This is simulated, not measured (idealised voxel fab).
Process module name: voxel self aligned contacts
Each square cell in cross-section cut measures 5 nm, and the section as a whole is 270 nm wide.
This document writes a cross-section as a grid whose cells are square, and gives it as bands, listed from the top down; one or more rows of cells form a band. It is stipulated that each band's entry specify, in nanometres, the height of the top of the band and then that of its bottom, followed by the materials of the band in left-to-right sequence, each together with its width in nanometres. A single material marked by the word "all across" is understood to fill the band from edge to edge; the word "empty" is understood to denote empty space. The level at which height equals 0 is the one under which the wafer, as it arrives, is entirely one material. No lower edge exists for the bottom band, which continues downward and is notated as in "top 0, no bottom". When a width is written as two numbers, as in "30->40", the first number is the width in the top row of cells of the band and the second is the width in its bottom row, and the width changes by the same amount from each row to the next. "remained the same" after a step means that no cell of the cross-section changed. "Closed void listing": sealed empty spaces, 8 cells or more, no open way to top, listed width x height at distance, with distance from the left edge and width, height and distance in nm. Note: text after step settings on the step line = simulator remark on that step. overlay nm: how far to the right of its planned place the mask lay on this masked step (negative: to the left).

### These are the steps we planned for the process
1: RECEIVE with material Si
2: CONFORMAL_DEP with material SiO2, thk nm 5
3: DIRECTIONAL_DEP with material polySi, thk nm 25
4: DIRECTIONAL_DEP with material SiN, thk nm 25
5: MASKED_ETCH with tone cover, mask id GATE, width nm 30, pitch nm 70, etch materials SiN, depth nm 25, overlay nm 0
6: MASKED_ETCH with tone cover, mask id GATE, width nm 30, pitch nm 70, etch materials polySi, depth nm 25, overlay nm 0
7: CONFORMAL_DEP with material SiN, thk nm 10
8: DIRECTIONAL_ETCH with etch materials SiN, depth nm 10
9: FILL_DEP with material SiO2, thk nm 15
10: CMP with height nm 65
11: MASKED_ETCH with tone open, mask id CONTACT, width nm 50, pitch nm 70, etch materials SiO2, depth nm 65, overlay nm 0
12: CONFORMAL_DEP with material TiN, thk nm 5
13: FILL_DEP with material W, thk nm 5
14: CMP with height nm 65
15: CONFORMAL_DEP with material SiN, thk nm 5

### Cross-section of the wafer upon arrival, representing the state reached after step 1
top 0, no bottom: Si all across
Closed void listing: none

### Wafer cross-section at end of module: start and plan as shown above, one execution error
top 70, bottom 65: TiN all across
top 65, bottom 55: 75 nm SiO2, 5->20 nm TiN, 40->10 nm W, 5->20 nm TiN, 20 nm SiO2, 5->20 nm TiN, 40->10 nm W, 5->20 nm TiN, 75 nm SiO2
top 55, bottom 30: 40 nm SiO2, 50 nm SiN, 5 nm TiN, 10 nm W, 5 nm TiN, 50 nm SiN, 5 nm TiN, 10 nm W, 5 nm TiN, 50 nm SiN, 40 nm SiO2
top 30, bottom 5: 40 nm SiO2, 10 nm SiN, 30 nm polySi, 10 nm SiN, 5 nm TiN, 10 nm W, 5 nm TiN, 10 nm SiN, 30 nm polySi, 10 nm SiN, 5 nm TiN, 10 nm W, 5 nm TiN, 10 nm SiN, 30 nm polySi, 10 nm SiN, 40 nm SiO2
top 5, bottom 0: 90 nm SiO2, 20 nm TiN, 50 nm SiO2, 20 nm TiN, 90 nm SiO2
top 0, no bottom: Si all across
Closed void listing: none
Against the plan, the run slipped here: step 15 was not run as planned; what actually ran was CONFORMAL_DEP with material TiN, thk nm 5
